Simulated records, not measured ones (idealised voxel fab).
process module | voxel ribs on slabs
cross-section cut | 180 nm wide | cells 5 nm
A cross-section is a grid of square cells, given in bands from the top down. A band is one or more rows of cells.
Each band's line starts with the height of the band's top and of its bottom, in nm. Then come its materials from left to right, each with its width in nm. One material with "throughout" fills the band from edge to edge. "air" is empty space.
Height 0 is the level under which the wafer as received is all one material. The lowest band goes on downwards, as in "0 down".
A width such as "30 to 40" changes by the same amount from each row of cells to the next, from the band's top row to its bottom row.
"no change" after a step means that no cell of the cross-section changed.
closed voids: empty space of 8 cells or more with no open way to the top, each as width x height at its distance from the left edge, in nm
after a step's settings: what the simulator itself notes on the step
overlay nm, on a step with a mask: how far to the right of its planned place the mask lay; to the left if negative
plan
1 op RECEIVE | material Si
2 op DIRECTIONAL_DEP | material SiO2 | thk nm 25
3 op DIRECTIONAL_DEP | material polySi | thk nm 15
4 op MASKED_ETCH | tone cover | mask id RIB | width nm 20 | etch materials polySi | depth nm 10 | overlay nm 0
5 op PATTERN | tone cover | mask id SLAB | material resist | width nm 80 | thk nm 15 | overlay nm -15
6 op DIRECTIONAL_ETCH | etch materials polySi | depth nm 5
7 op STRIP | etch materials resist
8 op FILL_DEP | material SiO2 | thk nm 20
9 op CMP | height nm 50
10 op DIRECTIONAL_DEP | material W | thk nm 5
11 op PATTERN | tone cover | mask id HEATER | material resist | width nm 30 | thk nm 20 | overlay nm 0
12 op DIRECTIONAL_ETCH | etch materials W | depth nm 5
13 op STRIP | etch materials resist
14 op CONFORMAL_DEP | material SiN | thk nm 10
varied across the wafers: overlay nm of step 5. The plan shows the first wafer's value. All wafers start alike
first wafer as received, after step 1
  0 down: Si throughout
  closed voids: none
each wafer at the end: cells of each material gained (+) or lost (-) since it was received, then its closed voids
overlay nm -15 | +76 SiN | +336 SiO2 | +6 W | +24 polySi | closed voids: none
overlay nm -10 | +76 SiN | +336 SiO2 | +6 W | +24 polySi | closed voids: none
overlay nm -5 | +76 SiN | +336 SiO2 | +6 W | +24 polySi | closed voids: none
overlay nm 0 | +76 SiN | +336 SiO2 | +6 W | +24 polySi | closed voids: none
overlay nm 5 | +76 SiN | +336 SiO2 | +6 W | +24 polySi | closed voids: none
overlay nm 10 | +76 SiN | +336 SiO2 | +6 W | +24 polySi | closed voids: none
overlay nm 15 | +76 SiN | +336 SiO2 | +6 W | +24 polySi | closed voids: none
